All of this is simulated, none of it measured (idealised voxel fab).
process module | voxel self aligned vias
Section cut is 195 nm wide and gridded with 5 nm square cells.
Format of a cross-section: grid, square cells. Given as bands. Order: top down. Band: one or more rows of cells. A band entry consists of two parts. The first gives the height of the band's top and the height of its bottom, in nm. The rest lists the band's materials from left to right, each with its width in nm. A single material labelled with the word "throughout" fills the band from edge to edge, and the word "empty" marks empty space. Heights are reckoned from 0. Under this level, the received wafer is all of one material. The bottommost band is open-ended downward, for example "0 and below". A width such as "30->40" changes by the same amount from each row of cells to the next, from the band's top row to its bottom row. "identical to before" after a step means that no cell of the cross-section changed. Each empty space that has no open way to the top and spans at least 8 cells appears under "Internal closed voids" as width x height at distance, the distance counted from the left edge, all in nm. after a step's settings: what the simulator itself notes on the step. overlay nm: right-of-plan distance of the mask on a masked step; negative values mean left-of-plan.
Plan:
1 RECEIVE, material Si
2 CONFORMAL_DEP, material SiO2, thk nm 15
3 CONFORMAL_DEP, material SiCN, thk nm 5
4 DIRECTIONAL_DEP, material SiO2, thk nm 25
5 MASKED_ETCH, tone open, mask id LINES, width nm 25, pitch nm 65, etch materials SiO2, depth nm 25, overlay nm -15
6 CONFORMAL_DEP, material TiN, thk nm 5
7 FILL_DEP, material Ru, thk nm 10
8 CMP, height nm 45
9 SELECTIVE_ETCH, etch materials W Ru TiN, depth nm 5
10 FILL_DEP, material SiN, thk nm 5
11 CMP, height nm 45
12 DIRECTIONAL_DEP, material SiO2, thk nm 15
13 DIRECTIONAL_DEP, material aC, thk nm 10
14 PATTERN, tone open, mask id VIAS, material resist, width nm 35, thk nm 30, overlay nm 0
15 DIRECTIONAL_ETCH, etch materials aC, depth nm 10
16 STRIP, etch materials resist
17 DIRECTIONAL_ETCH, etch materials SiO2, depth nm 15
18 DIRECTIONAL_ETCH, etch materials SiN, depth nm 5
19 STRIP, etch materials aC
20 CONFORMAL_DEP, material TiN, thk nm 5
21 FILL_DEP, material Ru, thk nm 10
22 CMP, height nm 60
23 CONFORMAL_DEP, material SiN, thk nm 5
It is noted that the wafers described herein are identical at the outset and are distinguished by the overlay nm of step 5; the value stated in the plan corresponds to the first wafer.
So this is the first of several wafers, cross-sectioned as it came to us, meaning it's at the end of step 1:
> 0 and below: Si throughout
> Internal closed voids: none
Each wafer at the end: cells of each material gained (+) or lost (-) since it was received, then its closed voids:
overlay nm -15 | +29 Ru | +39 SiCN | +46 SiN | +358 SiO2 | +35 TiN | Internal closed voids: none
overlay nm -10 | +30 Ru | +39 SiCN | +45 SiN | +358 SiO2 | +35 TiN | Internal closed voids: none
overlay nm -5 | +31 Ru | +39 SiCN | +44 SiN | +358 SiO2 | +35 TiN | Internal closed voids: none
overlay nm 0 | +31 Ru | +39 SiCN | +44 SiN | +358 SiO2 | +35 TiN | Internal closed voids: none
overlay nm 5 | +31 Ru | +39 SiCN | +44 SiN | +358 SiO2 | +35 TiN | Internal closed voids: none
overlay nm 10 | +30 Ru | +39 SiCN | +45 SiN | +358 SiO2 | +35 TiN | Internal closed voids: none
overlay nm 15 | +29 Ru | +39 SiCN | +46 SiN | +358 SiO2 | +35 TiN | Internal closed voids: none
